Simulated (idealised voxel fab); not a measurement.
Title: Process Module voxel trench capacitor
Cross-section cut spans 270 nm and uses square cells 5 nm in size.
Throughout this document, each cross-section is represented as a grid of square cells and is presented as a sequence of bands enumerated from the top downward, where a band comprises one or more rows of cells.
Per band: top height and bottom height in nm, followed by the left-to-right materials and their widths in nm; "everywhere" marks a single material spanning edge to edge, "air" marks empty space.
Zero point of the height axis is 0; under it, received wafer = one material. Lowest band: continues down indefinitely, "top 0, no bottom".
Think of "30->40" as a width that walks from the first number to the second as you go down the band, top row to bottom row, taking equal-sized steps from row to row.
You'll sometimes find "everything unchanged" written for a step, and that's the way of saying that nowhere in the cross-section did a cell change during that step.
For the entry "Enclosed void listing", the listed items are empty spaces with no open way to the top whose size is 8 cells or more; each item follows the pattern width x height at distance, where distance is from the left edge and all three are in nm.
It should be noted that, on the line of a given step, the content following the step's settings is a remark produced by the simulator itself with respect to that step.
What "overlay nm" on a step's line means: if the step has a mask, that mask lay this far to the right of its planned place, or, when the value is negative, to the left.
Pairs, read this way: before one process step on the one hand, after it on the other, the after cross-section ending at the lowest band that changed; the step between, settings included, beneath. Same starting wafer throughout, but possibly different runs of this module, so no pair continues from the pair above unless its entry headed "Pre-step view" says so.
# Pre-step view
  top 0, no bottom = Si everywhere
  Enclosed void listing: none
# Section After Processing
  top 10, bottom 0 = SiN everywhere
  Under the height 0 nothing was changed.
  Enclosed void listing: none
Going from one cross-section above to the next, the wafer undergoes CONFORMAL_DEP: material SiN, thk nm 10
Pre-step view: cross-section not repeated; it is the one shown after the step in the pair just above.
# Section After Processing
  top 25, bottom 10 = aC everywhere
  Under the height 10 nothing was changed.
  Enclosed void listing: none
Going from one cross-section above to the next, the wafer undergoes DIRECTIONAL_DEP: material aC, thk nm 15
Pre-step view: cross-section not repeated; it is the one shown after the step in the pair just above.
# Section After Processing
  top 60, bottom 25 = resist: 80 / air: 25 / resist: 15 / air: 25 / resist: 15 / air: 25 / resist: 85
  Under the height 25 nothing was changed.
  Enclosed void listing: none
Going from one cross-section above to the next, the wafer undergoes PATTERN: tone open, mask id TRENCH, material resist, width nm 25, pitch nm 40, thk nm 35, overlay nm 0
Pre-step view: cross-section not repeated; it is the one shown after the step in the pair just above.
# Section After Processing
  top 45, bottom 25 = resist: 80 / air: 25 / resist: 15 / air: 25 / resist: 15 / air: 25 / resist: 85
  top 25, bottom 10 = aC: 80 / air: 25 / aC: 15 / air: 25 / aC: 15 / air: 25 / aC: 85
  Under the height 10 nothing was changed.
  Enclosed void listing: none
Going from one cross-section above to the next, the wafer undergoes DIRECTIONAL_ETCH: etch materials aC, depth nm 15
Pre-step view: cross-section not repeated; it is the one shown after the step in the pair just above.
# Section After Processing
  top 25, bottom 10 = aC: 80 / air: 25 / aC: 15 / air: 25 / aC: 15 / air: 25 / aC: 85
  Under the height 10 nothing was changed.
  Enclosed void listing: none
Going from one cross-section above to the next, the wafer undergoes STRIP: etch materials resist
Pre-step view: cross-section not repeated; it is the one shown after the step in the pair just above.
# Section After Processing
  top 25, bottom 10 = aC: 80 / air: 25 / aC: 15 / air: 25 / aC: 15 / air: 25 / aC: 85
  top 10, bottom 0 = SiN: 80 / air: 25 / SiN: 15 / air: 25 / SiN: 15 / air: 25 / SiN: 85
  Under the height 0 nothing was changed.
  Enclosed void listing: none
Going from one cross-section above to the next, the wafer undergoes DIRECTIONAL_ETCH: etch materials SiN, depth nm 10
Pre-step view: cross-section not repeated; it is the one shown after the step in the pair just above.
# Section After Processing
  top 25, bottom 10 = aC: 80 / air: 25 / aC: 15 / air: 25 / aC: 15 / air: 25 / aC: 85
  top 10, bottom 0 = SiN: 80 / air: 25 / SiN: 15 / air: 25 / SiN: 15 / air: 25 / SiN: 85
  top 0, bottom -30 = Si: 80 / air: 25 / Si: 15 / air: 25 / Si: 15 / air: 25 / Si: 85
  Under the height -30 nothing was changed.
  Enclosed void listing: none
Going from one cross-section above to the next, the wafer undergoes DIRECTIONAL_ETCH: etch materials Si, depth nm 30
Pre-step view: cross-section not repeated; it is the one shown after the step in the pair just above.
# Section After Processing
  top 10, bottom 0 = SiN: 80 / air: 25 / SiN: 15 / air: 25 / SiN: 15 / air: 25 / SiN: 85
  Under the height 0 nothing was changed.
  Enclosed void listing: none
Going from one cross-section above to the next, the wafer undergoes STRIP: etch materials aC
Pre-step view: cross-section not repeated; it is the one shown after the step in the pair just above.
# Section After Processing
  top 15, bottom 10 = HfO2: 85 / air: 15 / HfO2: 25 / air: 15 / HfO2: 25 / air: 15 / HfO2: 90
  top 10, bottom 0 = SiN: 80 / HfO2: 5 / air: 15 / HfO2: 5 / SiN: 15 / HfO2: 5 / air: 15 / HfO2: 5 / SiN: 15 / HfO2: 5 / air: 15 / HfO2: 5 / SiN: 85
  top 0, bottom -25 = Si: 80 / HfO2: 5 / air: 15 / HfO2: 5 / Si: 15 / HfO2: 5 / air: 15 / HfO2: 5 / Si: 15 / HfO2: 5 / air: 15 / HfO2: 5 / Si: 85
  top -25, bottom -30 = Si: 80 / HfO2: 25 / Si: 15 / HfO2: 25 / Si: 15 / HfO2: 25 / Si: 85
  Under the height -30 nothing was changed.
  Enclosed void listing: none
Going from one cross-section above to the next, the wafer undergoes CONFORMAL_DEP: material HfO2, thk nm 5
Pre-step view: cross-section not repeated; it is the one shown after the step in the pair just above.
# Section After Processing
  top 20, bottom 15 = TiN: 90 / air: 5 / TiN: 35 / air: 5 / TiN: 35 / air: 5 / TiN: 95
  top 15, bottom 10 = HfO2: 85 / TiN: 5 / air: 5 / TiN: 5 / HfO2: 25 / TiN: 5 / air: 5 / TiN: 5 / HfO2: 25 / TiN: 5 / air: 5 / TiN: 5 / HfO2: 90
  top 10, bottom 0 = SiN: 80 / HfO2: 5 / TiN: 5 / air: 5 / TiN: 5 / HfO2: 5 / SiN: 15 / HfO2: 5 / TiN: 5 / air: 5 / TiN: 5 / HfO2: 5 / SiN: 15 / HfO2: 5 / TiN: 5 / air: 5 / TiN: 5 / HfO2: 5 / SiN: 85
  top 0, bottom -20 = Si: 80 / HfO2: 5 / TiN: 5 / air: 5 / TiN: 5 / HfO2: 5 / Si: 15 / HfO2: 5 / TiN: 5 / air: 5 / TiN: 5 / HfO2: 5 / Si: 15 / HfO2: 5 / TiN: 5 / air: 5 / TiN: 5 / HfO2: 5 / Si: 85
  top -20, bottom -25 = Si: 80 / HfO2: 5 / TiN: 15 / HfO2: 5 / Si: 15 / HfO2: 5 / TiN: 15 / HfO2: 5 / Si: 15 / HfO2: 5 / TiN: 15 / HfO2: 5 / Si: 85
  Under the height -25 nothing was changed.
  Enclosed void listing: none
Going from one cross-section above to the next, the wafer undergoes CONFORMAL_DEP: material TiN, thk nm 5
Pre-step view: cross-section not repeated; it is the one shown after the step in the pair just above.
# Section After Processing
  top 25, bottom 20 = W everywhere
  top 20, bottom 15 = TiN: 90 / W: 5 / TiN: 35 / W: 5 / TiN: 35 / W: 5 / TiN: 95
  top 15, bottom 10 = HfO2: 85 / TiN: 5 / W: 5 / TiN: 5 / HfO2: 25 / TiN: 5 / W: 5 / TiN: 5 / HfO2: 25 / TiN: 5 / W: 5 / TiN: 5 / HfO2: 90
  top 10, bottom 0 = SiN: 80 / HfO2: 5 / TiN: 5 / W: 5 / TiN: 5 / HfO2: 5 / SiN: 15 / HfO2: 5 / TiN: 5 / W: 5 / TiN: 5 / HfO2: 5 / SiN: 15 / HfO2: 5 / TiN: 5 / W: 5 / TiN: 5 / HfO2: 5 / SiN: 85
  top 0, bottom -20 = Si: 80 / HfO2: 5 / TiN: 5 / W: 5 / TiN: 5 / HfO2: 5 / Si: 15 / HfO2: 5 / TiN: 5 / W: 5 / TiN: 5 / HfO2: 5 / Si: 15 / HfO2: 5 / TiN: 5 / W: 5 / TiN: 5 / HfO2: 5 / Si: 85
  Under the height -20 nothing was changed.
  Enclosed void listing: none
Going from one cross-section above to the next, the wafer undergoes FILL_DEP: material W, thk nm 5
Pre-step view: cross-section not repeated; it is the one shown after the step in the pair just above.
# Section After Processing
  top 10, bottom 0 = SiN: 80 / HfO2: 5 / TiN: 5 / W: 5 / TiN: 5 / HfO2: 5 / SiN: 15 / HfO2: 5 / TiN: 5 / W: 5 / TiN: 5 / HfO2: 5 / SiN: 15 / HfO2: 5 / TiN: 5 / W: 5 / TiN: 5 / HfO2: 5 / SiN: 85
  Under the height 0 nothing was changed.
  Enclosed void listing: none
Going from one cross-section above to the next, the wafer undergoes CMP: height nm 10
# Pre-step view
  top 25, bottom 10 = aC: 80 / air: 25 / aC: 15 / air: 25 / aC: 15 / air: 25 / aC: 85
  top 10, bottom 0 = SiN: 80 / air: 25 / SiN: 15 / air: 25 / SiN: 15 / air: 25 / SiN: 85
  top 0, bottom -30 = Si: 80 / air: 25 / Si: 15 / air: 25 / Si: 15 / air: 25 / Si: 85
  top -30, no bottom = Si everywhere
  Enclosed void listing: none
# Section After Processing
  top 25, bottom 10 = aC: 80 / air: 25 / aC: 15 / air: 25 / aC: 15 / air: 25 / aC: 85
  top 10, bottom 0 = SiN: 80 / air: 25 / SiN: 15 / air: 25 / SiN: 15 / air: 25 / SiN: 85
  top 0, bottom -60 = Si: 80 / air: 25 / Si: 15 / air: 25 / Si: 15 / air: 25 / Si: 85
  Under the height -60 nothing was changed.
  Enclosed void listing: none
Going from one cross-section above to the next, the wafer undergoes DIRECTIONAL_ETCH: etch materials Si, depth nm 30
Pre-step view: cross-section not repeated; it is the one shown after the step in the pair just above.
# Section After Processing
  top 10, bottom 0 = SiN: 80 / air: 25 / SiN: 15 / air: 25 / SiN: 15 / air: 25 / SiN: 85
  Under the height 0 nothing was changed.
  Enclosed void listing: none
Going from one cross-section above to the next, the wafer undergoes STRIP: etch materials aC
Pre-step view: cross-section not repeated; it is the one shown after the step in the pair just above.
# Section After Processing
  top 15, bottom 10 = HfO2: 85 / air: 15 / HfO2: 25 / air: 15 / HfO2: 25 / air: 15 / HfO2: 90
  top 10, bottom 0 = SiN: 80 / HfO2: 5 / air: 15 / HfO2: 5 / SiN: 15 / HfO2: 5 / air: 15 / HfO2: 5 / SiN: 15 / HfO2: 5 / air: 15 / HfO2: 5 / SiN: 85
  top 0, bottom -55 = Si: 80 / HfO2: 5 / air: 15 / HfO2: 5 / Si: 15 / HfO2: 5 / air: 15 / HfO2: 5 / Si: 15 / HfO2: 5 / air: 15 / HfO2: 5 / Si: 85
  top -55, bottom -60 = Si: 80 / HfO2: 25 / Si: 15 / HfO2: 25 / Si: 15 / HfO2: 25 / Si: 85
  Under the height -60 nothing was changed.
  Enclosed void listing: none
Going from one cross-section above to the next, the wafer undergoes CONFORMAL_DEP: material HfO2, thk nm 5
Pre-step view: cross-section not repeated; it is the one shown after the step in the pair just above.
# Section After Processing
  top 20, bottom 15 = TiN: 90 / air: 5 / TiN: 35 / air: 5 / TiN: 35 / air: 5 / TiN: 95
  top 15, bottom 10 = HfO2: 85 / TiN: 5 / air: 5 / TiN: 5 / HfO2: 25 / TiN: 5 / air: 5 / TiN: 5 / HfO2: 25 / TiN: 5 / air: 5 / TiN: 5 / HfO2: 90
  top 10, bottom 0 = SiN: 80 / HfO2: 5 / TiN: 5 / air: 5 / TiN: 5 / HfO2: 5 / SiN: 15 / HfO2: 5 / TiN: 5 / air: 5 / TiN: 5 / HfO2: 5 / SiN: 15 / HfO2: 5 / TiN: 5 / air: 5 / TiN: 5 / HfO2: 5 / SiN: 85
  top 0, bottom -50 = Si: 80 / HfO2: 5 / TiN: 5 / air: 5 / TiN: 5 / HfO2: 5 / Si: 15 / HfO2: 5 / TiN: 5 / air: 5 / TiN: 5 / HfO2: 5 / Si: 15 / HfO2: 5 / TiN: 5 / air: 5 / TiN: 5 / HfO2: 5 / Si: 85
  top -50, bottom -55 = Si: 80 / HfO2: 5 / TiN: 15 / HfO2: 5 / Si: 15 / HfO2: 5 / TiN: 15 / HfO2: 5 / Si: 15 / HfO2: 5 / TiN: 15 / HfO2: 5 / Si: 85
  Under the height -55 nothing was changed.
  Enclosed void listing: none
Going from one cross-section above to the next, the wafer undergoes CONFORMAL_DEP: material TiN, thk nm 5
Pre-step view: cross-section not repeated; it is the one shown after the step in the pair just above.
# Section After Processing
  top 25, bottom 20 = W everywhere
  top 20, bottom 15 = TiN: 90 / W: 5 / TiN: 35 / W: 5 / TiN: 35 / W: 5 / TiN: 95
  top 15, bottom 10 = HfO2: 85 / TiN: 5 / W: 5 / TiN: 5 / HfO2: 25 / TiN: 5 / W: 5 / TiN: 5 / HfO2: 25 / TiN: 5 / W: 5 / TiN: 5 / HfO2: 90
  top 10, bottom 0 = SiN: 80 / HfO2: 5 / TiN: 5 / W: 5 / TiN: 5 / HfO2: 5 / SiN: 15 / HfO2: 5 / TiN: 5 / W: 5 / TiN: 5 / HfO2: 5 / SiN: 15 / HfO2: 5 / TiN: 5 / W: 5 / TiN: 5 / HfO2: 5 / SiN: 85
  top 0, bottom -50 = Si: 80 / HfO2: 5 / TiN: 5 / W: 5 / TiN: 5 / HfO2: 5 / Si: 15 / HfO2: 5 / TiN: 5 / W: 5 / TiN: 5 / HfO2: 5 / Si: 15 / HfO2: 5 / TiN: 5 / W: 5 / TiN: 5 / HfO2: 5 / Si: 85
  Under the height -50 nothing was changed.
  Enclosed void listing: none
Going from one cross-section above to the next, the wafer undergoes FILL_DEP: material W, thk nm 5
Pre-step view: cross-section not repeated; it is the one shown after the step in the pair just above.
# Section After Processing
  top 10, bottom 0 = SiN: 80 / HfO2: 5 / TiN: 5 / W: 5 / TiN: 5 / HfO2: 5 / SiN: 15 / HfO2: 5 / TiN: 5 / W: 5 / TiN: 5 / HfO2: 5 / SiN: 15 / HfO2: 5 / TiN: 5 / W: 5 / TiN: 5 / HfO2: 5 / SiN: 85
  Under the height 0 nothing was changed.
  Enclosed void listing: none
Going from one cross-section above to the next, the wafer undergoes CMP: height nm 10
# Pre-step view
  top 10, bottom 0 = SiN: 80 / air: 25 / SiN: 15 / air: 25 / SiN: 15 / air: 25 / SiN: 85
  top 0, bottom -30 = Si: 80 / air: 25 / Si: 15 / air: 25 / Si: 15 / air: 25 / Si: 85
  top -30, no bottom = Si everywhere
  Enclosed void listing: none
# Section After Processing
  top 15, bottom 10 = TiN: 85 / air: 15 / TiN: 25 / air: 15 / TiN: 25 / air: 15 / TiN: 90
  top 10, bottom 0 = SiN: 80 / TiN: 5 / air: 15 / TiN: 5 / SiN: 15 / TiN: 5 / air: 15 / TiN: 5 / SiN: 15 / TiN: 5 / air: 15 / TiN: 5 / SiN: 85
  top 0, bottom -25 = Si: 80 / TiN: 5 / air: 15 / TiN: 5 / Si: 15 / TiN: 5 / air: 15 / TiN: 5 / Si: 15 / TiN: 5 / air: 15 / TiN: 5 / Si: 85
  top -25, bottom -30 = Si: 80 / TiN: 25 / Si: 15 / TiN: 25 / Si: 15 / TiN: 25 / Si: 85
  Under the height -30 nothing was changed.
  Enclosed void listing: none
Going from one cross-section above to the next, the wafer undergoes CONFORMAL_DEP: material TiN, thk nm 5
Pre-step view: cross-section not repeated; it is the one shown after the step in the pair just above.
# Section After Processing
  top 20, bottom 15 = HfO2: 90 / air: 5 / HfO2: 35 / air: 5 / HfO2: 35 / air: 5 / HfO2: 95
  top 15, bottom 10 = TiN: 85 / HfO2: 5 / air: 5 / HfO2: 5 / TiN: 25 / HfO2: 5 / air: 5 / HfO2: 5 / TiN: 25 / HfO2: 5 / air: 5 / HfO2: 5 / TiN: 90
  top 10, bottom 0 = SiN: 80 / TiN: 5 / HfO2: 5 / air: 5 / HfO2: 5 / TiN: 5 / SiN: 15 / TiN: 5 / HfO2: 5 / air: 5 / HfO2: 5 / TiN: 5 / SiN: 15 / TiN: 5 / HfO2: 5 / air: 5 / HfO2: 5 / TiN: 5 / SiN: 85
  top 0, bottom -20 = Si: 80 / TiN: 5 / HfO2: 5 / air: 5 / HfO2: 5 / TiN: 5 / Si: 15 / TiN: 5 / HfO2: 5 / air: 5 / HfO2: 5 / TiN: 5 / Si: 15 / TiN: 5 / HfO2: 5 / air: 5 / HfO2: 5 / TiN: 5 / Si: 85
  top -20, bottom -25 = Si: 80 / TiN: 5 / HfO2: 15 / TiN: 5 / Si: 15 / TiN: 5 / HfO2: 15 / TiN: 5 / Si: 15 / TiN: 5 / HfO2: 15 / TiN: 5 / Si: 85
  Under the height -25 nothing was changed.
  Enclosed void listing: none
Going from one cross-section above to the next, the wafer undergoes CONFORMAL_DEP: material HfO2, thk nm 5
Pre-step view: cross-section not repeated; it is the one shown after the step in the pair just above.
# Section After Processing
  top 25, bottom 20 = W everywhere
  top 20, bottom 15 = HfO2: 90 / W: 5 / HfO2: 35 / W: 5 / HfO2: 35 / W: 5 / HfO2: 95
  top 15, bottom 10 = TiN: 85 / HfO2: 5 / W: 5 / HfO2: 5 / TiN: 25 / HfO2: 5 / W: 5 / HfO2: 5 / TiN: 25 / HfO2: 5 / W: 5 / HfO2: 5 / TiN: 90
  top 10, bottom 0 = SiN: 80 / TiN: 5 / HfO2: 5 / W: 5 / HfO2: 5 / TiN: 5 / SiN: 15 / TiN: 5 / HfO2: 5 / W: 5 / HfO2: 5 / TiN: 5 / SiN: 15 / TiN: 5 / HfO2: 5 / W: 5 / HfO2: 5 / TiN: 5 / SiN: 85
  top 0, bottom -20 = Si: 80 / TiN: 5 / HfO2: 5 / W: 5 / HfO2: 5 / TiN: 5 / Si: 15 / TiN: 5 / HfO2: 5 / W: 5 / HfO2: 5 / TiN: 5 / Si: 15 / TiN: 5 / HfO2: 5 / W: 5 / HfO2: 5 / TiN: 5 / Si: 85
  Under the height -20 nothing was changed.
  Enclosed void listing: none
Going from one cross-section above to the next, the wafer undergoes FILL_DEP: material W, thk nm 5
Pre-step view: cross-section not repeated; it is the one shown after the step in the pair just above.
# Section After Processing
  top 10, bottom 0 = SiN: 80 / TiN: 5 / HfO2: 5 / W: 5 / HfO2: 5 / TiN: 5 / SiN: 15 / TiN: 5 / HfO2: 5 / W: 5 / HfO2: 5 / TiN: 5 / SiN: 15 / TiN: 5 / HfO2: 5 / W: 5 / HfO2: 5 / TiN: 5 / SiN: 85
  Under the height 0 nothing was changed.
  Enclosed void listing: none
Going from one cross-section above to the next, the wafer undergoes CMP: height nm 10
# Pre-step view
  top 25, bottom 20 = W everywhere
  top 20, bottom 15 = TiN: 90 / W: 5 / TiN: 35 / W: 5 / TiN: 35 / W: 5 / TiN: 95
  top 15, bottom 10 = HfO2: 85 / TiN: 5 / W: 5 / TiN: 5 / HfO2: 25 / TiN: 5 / W: 5 / TiN: 5 / HfO2: 25 / TiN: 5 / W: 5 / TiN: 5 / HfO2: 90
  top 10, bottom 0 = SiN: 80 / HfO2: 5 / TiN: 5 / W: 5 / TiN: 5 / HfO2: 5 / SiN: 15 / HfO2: 5 / TiN: 5 / W: 5 / TiN: 5 / HfO2: 5 / SiN: 15 / HfO2: 5 / TiN: 5 / W: 5 / TiN: 5 / HfO2: 5 / SiN: 85
  top 0, bottom -20 = Si: 80 / HfO2: 5 / TiN: 5 / W: 5 / TiN: 5 / HfO2: 5 / Si: 15 / HfO2: 5 / TiN: 5 / W: 5 / TiN: 5 / HfO2: 5 / Si: 15 / HfO2: 5 / TiN: 5 / W: 5 / TiN: 5 / HfO2: 5 / Si: 85
  top -20, bottom -25 = Si: 80 / HfO2: 5 / TiN: 15 / HfO2: 5 / Si: 15 / HfO2: 5 / TiN: 15 / HfO2: 5 / Si: 15 / HfO2: 5 / TiN: 15 / HfO2: 5 / Si: 85
  top -25, bottom -30 = Si: 80 / HfO2: 25 / Si: 15 / HfO2: 25 / Si: 15 / HfO2: 25 / Si: 85
  top -30, no bottom = Si everywhere
  Enclosed void listing: none
# Section After Processing
  top 5, bottom 0 = SiN: 80 / HfO2: 5 / TiN: 5 / W: 5 / TiN: 5 / HfO2: 5 / SiN: 15 / HfO2: 5 / TiN: 5 / W: 5 / TiN: 5 / HfO2: 5 / SiN: 15 / HfO2: 5 / TiN: 5 / W: 5 / TiN: 5 / HfO2: 5 / SiN: 85
  Under the height 0 nothing was changed.
  Enclosed void listing: none
Going from one cross-section above to the next, the wafer undergoes CMP: height nm 5
# Pre-step view
  top 25, bottom 10 = aC everywhere
  top 10, bottom 0 = SiN everywhere
  top 0, no bottom = Si everywhere
  Enclosed void listing: none
# Section After Processing
  top 60, bottom 25 = resist: 85 / air: 15 / resist: 25 / air: 15 / resist: 25 / air: 15 / resist: 90
  Under the height 25 nothing was changed.
  Enclosed void listing: none
Going from one cross-section above to the next, the wafer undergoes PATTERN: tone open, mask id TRENCH, material resist, width nm 15, pitch nm 40, thk nm 35, overlay nm 0
Pre-step view: cross-section not repeated; it is the one shown after the step in the pair just above.
# Section After Processing
  top 45, bottom 25 = resist: 85 / air: 15 / resist: 25 / air: 15 / resist: 25 / air: 15 / resist: 90
  top 25, bottom 10 = aC: 85 / air: 15 / aC: 25 / air: 15 / aC: 25 / air: 15 / aC: 90
  Under the height 10 nothing was changed.
  Enclosed void listing: none
Going from one cross-section above to the next, the wafer undergoes DIRECTIONAL_ETCH: etch materials aC, depth nm 15
Pre-step view: cross-section not repeated; it is the one shown after the step in the pair just above.
# Section After Processing
  top 25, bottom 10 = aC: 85 / air: 15 / aC: 25 / air: 15 / aC: 25 / air: 15 / aC: 90
  Under the height 10 nothing was changed.
  Enclosed void listing: none
Going from one cross-section above to the next, the wafer undergoes STRIP: etch materials resist
Pre-step view: cross-section not repeated; it is the one shown after the step in the pair just above.
# Section After Processing
  top 25, bottom 10 = aC: 85 / air: 15 / aC: 25 / air: 15 / aC: 25 / air: 15 / aC: 90
  top 10, bottom 0 = SiN: 85 / air: 15 / SiN: 25 / air: 15 / SiN: 25 / air: 15 / SiN: 90
  Under the height 0 nothing was changed.
  Enclosed void listing: none
Going from one cross-section above to the next, the wafer undergoes DIRECTIONAL_ETCH: etch materials SiN, depth nm 10
Pre-step view: cross-section not repeated; it is the one shown after the step in the pair just above.
# Section After Processing
  top 25, bottom 10 = aC: 85 / air: 15 / aC: 25 / air: 15 / aC: 25 / air: 15 / aC: 90
  top 10, bottom 0 = SiN: 85 / air: 15 / SiN: 25 / air: 15 / SiN: 25 / air: 15 / SiN: 90
  top 0, bottom -30 = Si: 85 / air: 15 / Si: 25 / air: 15 / Si: 25 / air: 15 / Si: 90
  Under the height -30 nothing was changed.
  Enclosed void listing: none
Going from one cross-section above to the next, the wafer undergoes DIRECTIONAL_ETCH: etch materials Si, depth nm 30
Pre-step view: cross-section not repeated; it is the one shown after the step in the pair just above.
# Section After Processing
  top 10, bottom 0 = SiN: 85 / air: 15 / SiN: 25 / air: 15 / SiN: 25 / air: 15 / SiN: 90
  Under the height 0 nothing was changed.
  Enclosed void listing: none
Going from one cross-section above to the next, the wafer undergoes STRIP: etch materials aC
Pre-step view: cross-section not repeated; it is the one shown after the step in the pair just above.
# Section After Processing
  top 15, bottom 10 = HfO2: 90 / air: 5 / HfO2: 35 / air: 5 / HfO2: 35 / air: 5 / HfO2: 95
  top 10, bottom 0 = SiN: 85 / HfO2: 5 / air: 5 / HfO2: 5 / SiN: 25 / HfO2: 5 / air: 5 / HfO2: 5 / SiN: 25 / HfO2: 5 / air: 5 / HfO2: 5 / SiN: 90
  top 0, bottom -25 = Si: 85 / HfO2: 5 / air: 5 / HfO2: 5 / Si: 25 / HfO2: 5 / air: 5 / HfO2: 5 / Si: 25 / HfO2: 5 / air: 5 / HfO2: 5 / Si: 90
  top -25, bottom -30 = Si: 85 / HfO2: 15 / Si: 25 / HfO2: 15 / Si: 25 / HfO2: 15 / Si: 90
  Under the height -30 nothing was changed.
  Enclosed void listing: none
Going from one cross-section above to the next, the wafer undergoes CONFORMAL_DEP: material HfO2, thk nm 5
Pre-step view: cross-section not repeated; it is the one shown after the step in the pair just above.
# Section After Processing
  top 20, bottom 15 = TiN everywhere
  top 15, bottom 10 = HfO2: 90 / TiN: 5 / HfO2: 35 / TiN: 5 / HfO2: 35 / TiN: 5 / HfO2: 95
  top 10, bottom 0 = SiN: 85 / HfO2: 5 / TiN: 5 / HfO2: 5 / SiN: 25 / HfO2: 5 / TiN: 5 / HfO2: 5 / SiN: 25 / HfO2: 5 / TiN: 5 / HfO2: 5 / SiN: 90
  top 0, bottom -25 = Si: 85 / HfO2: 5 / TiN: 5 / HfO2: 5 / Si: 25 / HfO2: 5 / TiN: 5 / HfO2: 5 / Si: 25 / HfO2: 5 / TiN: 5 / HfO2: 5 / Si: 90
  Under the height -25 nothing was changed.
  Enclosed void listing: none
Going from one cross-section above to the next, the wafer undergoes CONFORMAL_DEP: material TiN, thk nm 5
Pre-step view: cross-section not repeated; it is the one shown after the step in the pair just above.
# Section After Processing
  top 25, bottom 20 = W everywhere
  Under the height 20 nothing was changed.
  Enclosed void listing: none
Going from one cross-section above to the next, the wafer undergoes FILL_DEP: material W, thk nm 5
Pre-step view: cross-section not repeated; it is the one shown after the step in the pair just above.
# Section After Processing
  top 10, bottom 0 = SiN: 85 / HfO2: 5 / TiN: 5 / HfO2: 5 / SiN: 25 / HfO2: 5 / TiN: 5 / HfO2: 5 / SiN: 25 / HfO2: 5 / TiN: 5 / HfO2: 5 / SiN: 90
  Under the height 0 nothing was changed.
  Enclosed void listing: none
Going from one cross-section above to the next, the wafer undergoes CMP: height nm 10
# Pre-step view
  top 25, bottom 10 = aC everywhere
  top 10, bottom 0 = SiN everywhere
  top 0, no bottom = Si everywhere
  Enclosed void listing: none
# Section After Processing
  top 60, bottom 25 = resist: 90 / air: 25 / resist: 15 / air: 25 / resist: 15 / air: 25 / resist: 75
  Under the height 25 nothing was changed.
  Enclosed void listing: none
Going from one cross-section above to the next, the wafer undergoes PATTERN: tone open, mask id TRENCH, material resist, width nm 25, pitch nm 40, thk nm 35, overlay nm 10
Pre-step view: cross-section not repeated; it is the one shown after the step in the pair just above.
# Section After Processing
  top 45, bottom 25 = resist: 90 / air: 25 / resist: 15 / air: 25 / resist: 15 / air: 25 / resist: 75
  top 25, bottom 10 = aC: 90 / air: 25 / aC: 15 / air: 25 / aC: 15 / air: 25 / aC: 75
  Under the height 10 nothing was changed.
  Enclosed void listing: none
Going from one cross-section above to the next, the wafer undergoes DIRECTIONAL_ETCH: etch materials aC, depth nm 15
Pre-step view: cross-section not repeated; it is the one shown after the step in the pair just above.
# Section After Processing
  top 25, bottom 10 = aC: 90 / air: 25 / aC: 15 / air: 25 / aC: 15 / air: 25 / aC: 75
  Under the height 10 nothing was changed.
  Enclosed void listing: none
Going from one cross-section above to the next, the wafer undergoes STRIP: etch materials resist
Pre-step view: cross-section not repeated; it is the one shown after the step in the pair just above.
# Section After Processing
  top 25, bottom 10 = aC: 90 / air: 25 / aC: 15 / air: 25 / aC: 15 / air: 25 / aC: 75
  top 10, bottom 0 = SiN: 90 / air: 25 / SiN: 15 / air: 25 / SiN: 15 / air: 25 / SiN: 75
  Under the height 0 nothing was changed.
  Enclosed void listing: none
Going from one cross-section above to the next, the wafer undergoes DIRECTIONAL_ETCH: etch materials SiN, depth nm 10
Pre-step view: cross-section not repeated; it is the one shown after the step in the pair just above.
# Section After Processing
  top 25, bottom 10 = aC: 90 / air: 25 / aC: 15 / air: 25 / aC: 15 / air: 25 / aC: 75
  top 10, bottom 0 = SiN: 90 / air: 25 / SiN: 15 / air: 25 / SiN: 15 / air: 25 / SiN: 75
  top 0, bottom -30 = Si: 90 / air: 25 / Si: 15 / air: 25 / Si: 15 / air: 25 / Si: 75
  Under the height -30 nothing was changed.
  Enclosed void listing: none
Going from one cross-section above to the next, the wafer undergoes DIRECTIONAL_ETCH: etch materials Si, depth nm 30
Pre-step view: cross-section not repeated; it is the one shown after the step in the pair just above.
# Section After Processing
  top 10, bottom 0 = SiN: 90 / air: 25 / SiN: 15 / air: 25 / SiN: 15 / air: 25 / SiN: 75
  Under the height 0 nothing was changed.
  Enclosed void listing: none
Going from one cross-section above to the next, the wafer undergoes STRIP: etch materials aC
Pre-step view: cross-section not repeated; it is the one shown after the step in the pair just above.
# Section After Processing
  top 15, bottom 10 = HfO2: 95 / air: 15 / HfO2: 25 / air: 15 / HfO2: 25 / air: 15 / HfO2: 80
  top 10, bottom 0 = SiN: 90 / HfO2: 5 / air: 15 / HfO2: 5 / SiN: 15 / HfO2: 5 / air: 15 / HfO2: 5 / SiN: 15 / HfO2: 5 / air: 15 / HfO2: 5 / SiN: 75
  top 0, bottom -25 = Si: 90 / HfO2: 5 / air: 15 / HfO2: 5 / Si: 15 / HfO2: 5 / air: 15 / HfO2: 5 / Si: 15 / HfO2: 5 / air: 15 / HfO2: 5 / Si: 75
  top -25, bottom -30 = Si: 90 / HfO2: 25 / Si: 15 / HfO2: 25 / Si: 15 / HfO2: 25 / Si: 75
  Under the height -30 nothing was changed.
  Enclosed void listing: none
Going from one cross-section above to the next, the wafer undergoes CONFORMAL_DEP: material HfO2, thk nm 5
Pre-step view: cross-section not repeated; it is the one shown after the step in the pair just above.
# Section After Processing
  top 20, bottom 15 = TiN: 100 / air: 5 / TiN: 35 / air: 5 / TiN: 35 / air: 5 / TiN: 85
  top 15, bottom 10 = HfO2: 95 / TiN: 5 / air: 5 / TiN: 5 / HfO2: 25 / TiN: 5 / air: 5 / TiN: 5 / HfO2: 25 / TiN: 5 / air: 5 / TiN: 5 / HfO2: 80
  top 10, bottom 0 = SiN: 90 / HfO2: 5 / TiN: 5 / air: 5 / TiN: 5 / HfO2: 5 / SiN: 15 / HfO2: 5 / TiN: 5 / air: 5 / TiN: 5 / HfO2: 5 / SiN: 15 / HfO2: 5 / TiN: 5 / air: 5 / TiN: 5 / HfO2: 5 / SiN: 75
  top 0, bottom -20 = Si: 90 / HfO2: 5 / TiN: 5 / air: 5 / TiN: 5 / HfO2: 5 / Si: 15 / HfO2: 5 / TiN: 5 / air: 5 / TiN: 5 / HfO2: 5 / Si: 15 / HfO2: 5 / TiN: 5 / air: 5 / TiN: 5 / HfO2: 5 / Si: 75
  top -20, bottom -25 = Si: 90 / HfO2: 5 / TiN: 15 / HfO2: 5 / Si: 15 / HfO2: 5 / TiN: 15 / HfO2: 5 / Si: 15 / HfO2: 5 / TiN: 15 / HfO2: 5 / Si: 75
  Under the height -25 nothing was changed.
  Enclosed void listing: none
Going from one cross-section above to the next, the wafer undergoes CONFORMAL_DEP: material TiN, thk nm 5
